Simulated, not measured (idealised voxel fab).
Process module name: voxel fin reveal
The cross-section shown here is cut; it is 260 nm wide and divided into square cells measuring 5 nm on a side.
A cross-section is a grid of square cells, given in bands from the top down. A band is one or more rows of cells.
First you get the band's top height and its bottom height, in nm, and then the materials it's made of, left to right, with each width in nm. If you see a single material with "full width", that one covers the band edge to edge. "air" is empty space.
Heights from 0 (as-received wafer is one material below). Bottom band endless downward, as "0 down".
Graded width ("30->40"): value in top row of band = first number; value in bottom row = second number; row-to-row change constant.
A step reported as "remained unchanged" is a step in which no cell of the cross-section changed.
For the entry "Internal closed voids", the listed items are empty spaces with no open way to the top whose size is 8 cells or more; each item follows the pattern width x height at distance, where distance is from the left edge and all three are in nm.
Formally, on a step line, whatever follows the settings is a remark that the simulator itself makes on the step.
overlay nm: where the mask lay relative to plan, measured to the right, on steps with a mask; negatives go left.
# Planned process steps
1) RECEIVE,material Si
2) CONFORMAL_DEP,material SiN,thk nm 5
3) PATTERN,tone cover,mask id FINS,material resist,width nm 15,pitch nm 40,thk nm 20,overlay nm 0
4) DIRECTIONAL_ETCH,etch materials SiN,depth nm 5
5) DIRECTIONAL_ETCH,etch materials Si,depth nm 30
6) STRIP,etch materials resist
7) OXIDIZE,depth nm 5
8) FILL_DEP,material SiO2,thk nm 15
9) CMP,height nm 5
10) SELECTIVE_ETCH,etch materials SiO2,depth nm 15
11) STRIP,etch materials SiN
12) CONFORMAL_DEP,material HfO2,thk nm 5
# So this is the incoming wafer in cross-section - it's already been through step 1
0 down: Si full width
Internal closed voids: none
# Module complete - cross-section of the first of two wafers, run according to plan
5 to 0: air 80 nm; HfO2 15 nm; air 25 nm; HfO2 15 nm; air 25 nm; HfO2 15 nm; air 85 nm
0 to -5: air 80 nm; HfO2 5 nm; Si 5 nm; HfO2 5 nm; air 25 nm; HfO2 5 nm; Si 5 nm; HfO2 5 nm; air 25 nm; HfO2 5 nm; Si 5 nm; HfO2 5 nm; air 85 nm
-5 to -10: HfO2 85 nm; Si 5 nm; HfO2 35 nm; Si 5 nm; HfO2 35 nm; Si 5 nm; HfO2 90 nm
-10 to -35: SiO2 85 nm; Si 5 nm; SiO2 35 nm; Si 5 nm; SiO2 35 nm; Si 5 nm; SiO2 90 nm
-35 down: Si full width
Internal closed voids: none
# Cross-section at end of module for the second wafer of two, which matched the first in starting point and plan and differed by one mistake in its processing
5 to 0: air 80 nm; SiN 15 nm; air 25 nm; SiN 15 nm; air 25 nm; SiN 15 nm; air 85 nm
0 to -5: air 80 nm; SiN 5 nm; Si 5 nm; SiN 5 nm; air 25 nm; SiN 5 nm; Si 5 nm; SiN 5 nm; air 25 nm; SiN 5 nm; Si 5 nm; SiN 5 nm; air 85 nm
-5 to -10: SiN 85 nm; Si 5 nm; SiN 35 nm; Si 5 nm; SiN 35 nm; Si 5 nm; SiN 90 nm
-10 to -35: SiO2 85 nm; Si 5 nm; SiO2 35 nm; Si 5 nm; SiO2 35 nm; Si 5 nm; SiO2 90 nm
-35 down: Si full width
Internal closed voids: none
So what did we get wrong on this run? the process deviated at step 12: the operation and settings actually run there were CONFORMAL_DEP,material SiN,thk nm 5
Final wafer comparison in cells, second versus first, more or fewer per material: HfO2: 64 fewer | SiN: 64 more
